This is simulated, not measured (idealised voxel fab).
Process module heading - voxel released beams
Section shown: cut. Width: 255 nm. Cell size: 5 nm, square.
Just so we're on the same page, the cross-sections are grids of square cells, and they're listed out in bands top to bottom, each band one or more rows deep. It is stipulated that each band's entry specify, in nanometres, the height of the top of the band and then that of its bottom, followed by the materials of the band in left-to-right sequence, each together with its width in nanometres. A single material marked by the word "throughout" is understood to fill the band from edge to edge; the word "blank" is understood to denote empty space. Heights from 0 (as-received wafer is one material below). Bottom band endless downward, as "0 -> down". Quick explanation for "30..40": the width changes in equal steps down the rows of cells, from the first number in the band's top row to the second number in its bottom row. "no change occurred" for a step: no cell of the cross-section changed in that step. "Voids lacking openings" enumerates empty spaces isolated from the top, with no open way to it, that contain at least 8 cells, giving each as width x height at distance from the left edge, all three in nm. Whatever follows a step's settings on its line is a remark the simulator itself makes about that step. A step line may carry the setting "overlay nm", which, for steps involving a mask, states the distance by which the mask lay to the right of its intended position; negative values denote displacement to the left.
Steps planned for the process
1,RECEIVE with material Si
2,CONFORMAL_DEP with material SiN, thk nm 10
3,DIRECTIONAL_DEP with material SiO2, thk nm 10
4,MASKED_ETCH with tone open, mask id ANCHOR, width nm 45, etch materials SiO2, depth nm 10, overlay nm 0
5,CONFORMAL_DEP with material TiN, thk nm 15
6,MASKED_ETCH with tone cover, mask id BEAM, width nm 120, etch materials TiN, depth nm 15, overlay nm 0
7,STRIP with etch materials SiO2
The first wafer of two, processed as planned
Wafer at receipt (post step 1), cross-section
> 0 -> down: Si throughout
> Voids lacking openings: none
Cross-section through the wafer, step 2 finished
> 10 -> 0: SiN throughout
> Under 0: no change, same as before.
Cross-section through the wafer, step 3 finished
> 20 -> 10: SiO2 throughout
> Under 10: no change, same as before.
Cross-section through the wafer, step 4 finished
> 20 -> 10: 70 of SiO2  45 of blank  140 of SiO2
> Under 10: no change, same as before.
Cross-section through the wafer, step 5 finished
> 35 -> 25: 85 of TiN  15 of blank  155 of TiN
> 25 -> 20: TiN throughout
> 20 -> 10: 70 of SiO2  45 of TiN  140 of SiO2
> Under 10: no change, same as before.
Cross-section through the wafer, step 6 finished
> 35 -> 25: 65 of blank  20 of TiN  15 of blank  85 of TiN  70 of blank
> 25 -> 20: 65 of blank  120 of TiN  70 of blank
> Under 20: no change, same as before.
Cross-section through the wafer, step 7 finished
> 35 -> 25: 65 of blank  20 of TiN  15 of blank  85 of TiN  70 of blank
> 25 -> 20: 65 of blank  120 of TiN  70 of blank
> 20 -> 10: 70 of blank  45 of TiN  140 of blank
> Under 10: no change, same as before.
Wafer two. Same start, same plan, one slip in execution. Same as wafer one through step 5, inclusive
Cross-sectional view of the second wafer at the intended end time of process step 6
> 35 -> 25: 60 of blank  25 of TiN  15 of blank  80 of TiN  75 of blank
> 25 -> 20: 60 of blank  120 of TiN  75 of blank
> Under 20: no change, same as before.
Cross-sectional view of the second wafer at the intended end time of process step 7
> 35 -> 25: 60 of blank  25 of TiN  15 of blank  80 of TiN  75 of blank
> 25 -> 20: 60 of blank  120 of TiN  75 of blank
> 20 -> 10: 70 of blank  45 of TiN  140 of blank
> Under 10: no change, same as before.
Nonconformance to the process plan: rather than as planned, step 6 actually ran as MASKED_ETCH with tone cover, mask id BEAM, width nm 120, etch materials TiN, depth nm 15, overlay nm -5
Both wafers, final: cells per material equal; arrangement not.
